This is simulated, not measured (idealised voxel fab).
process module | voxel tone inversion
cross-section cut | 205 nm wide | cells 5 nm
A cross-section is a grid of square cells, given in bands from the top down. A band is one or more rows of cells.
Each band's line starts with the height of the band's top and of its bottom, in nm. Then come its materials from left to right, each with its width in nm. One material with "throughout" fills the band from edge to edge. "air" is empty space.
Height 0 is the level under which the wafer as received is all one material. The lowest band goes on downwards, as in "0 down".
A width such as "30 to 40" changes by the same amount from each row of cells to the next, from the band's top row to its bottom row.
"no change" after a step means that no cell of the cross-section changed.
closed voids: empty space of 8 cells or more with no open way to the top, each as width x height at its distance from the left edge, in nm
after a step's settings: what the simulator itself notes on the step
overlay nm, on a step with a mask: how far to the right of its planned place the mask lay; to the left if negative
plan
1 op RECEIVE | material Si
2 op CONFORMAL_DEP | material SiN | thk nm 10
3 op DIRECTIONAL_DEP | material polySi | thk nm 15
4 op PATTERN | tone cover | mask id POSTS | material resist | width nm 20 | pitch nm 35 | thk nm 20 | overlay nm 0
5 op DIRECTIONAL_ETCH | etch materials polySi | depth nm 15
6 op STRIP | etch materials resist
7 op FILL_DEP | material SiO2 | thk nm 5
8 op CMP | height nm 25
9 op STRIP | etch materials polySi
10 op CONFORMAL_DEP | material TiN | thk nm 5
11 op FILL_DEP | material W | thk nm 10
12 op CMP | height nm 25
13 op CONFORMAL_DEP | material SiCN | thk nm 5
as received, after step 1
  0 down: Si throughout
  closed voids: none
first wafer at the end, as planned
  30 to 25: SiCN throughout
  25 to 15: SiO2 40 | TiN 5 | W 10 | TiN 5 | SiO2 15 | TiN 5 | W 10 | TiN 5 | SiO2 15 | TiN 5 | W 10 | TiN 5 | SiO2 15 | TiN 5 | W 10 | TiN 5 | SiO2 40
  15 to 10: SiO2 40 | TiN 20 | SiO2 15 | TiN 20 | SiO2 15 | TiN 20 | SiO2 15 | TiN 20 | SiO2 40
  10 to 0: SiN throughout
  0 down: Si throughout
  closed voids: none
second wafer at the end: like start, like plan, one mistake
  30 to 25: SiCN throughout
  25 to 15: SiO2 45 | TiN 5 | W 5 | TiN 5 | SiO2 20 | TiN 5 | W 5 | TiN 5 | SiO2 20 | TiN 5 | W 5 | TiN 5 | SiO2 20 | TiN 5 | W 5 | TiN 5 | SiO2 40
  15 to 10: SiO2 45 | TiN 15 | SiO2 20 | TiN 15 | SiO2 20 | TiN 15 | SiO2 20 | TiN 15 | SiO2 40
  10 to 0: SiN throughout
  0 down: Si throughout
  closed voids: none
what went wrong: step 4 ran as: op PATTERN | tone cover | mask id POSTS | material resist | width nm 15 | pitch nm 35 | thk nm 20 | overlay nm 0
at the end the second wafer has, in cells: 12 more of SiO2 | 4 fewer of TiN | 8 fewer of W
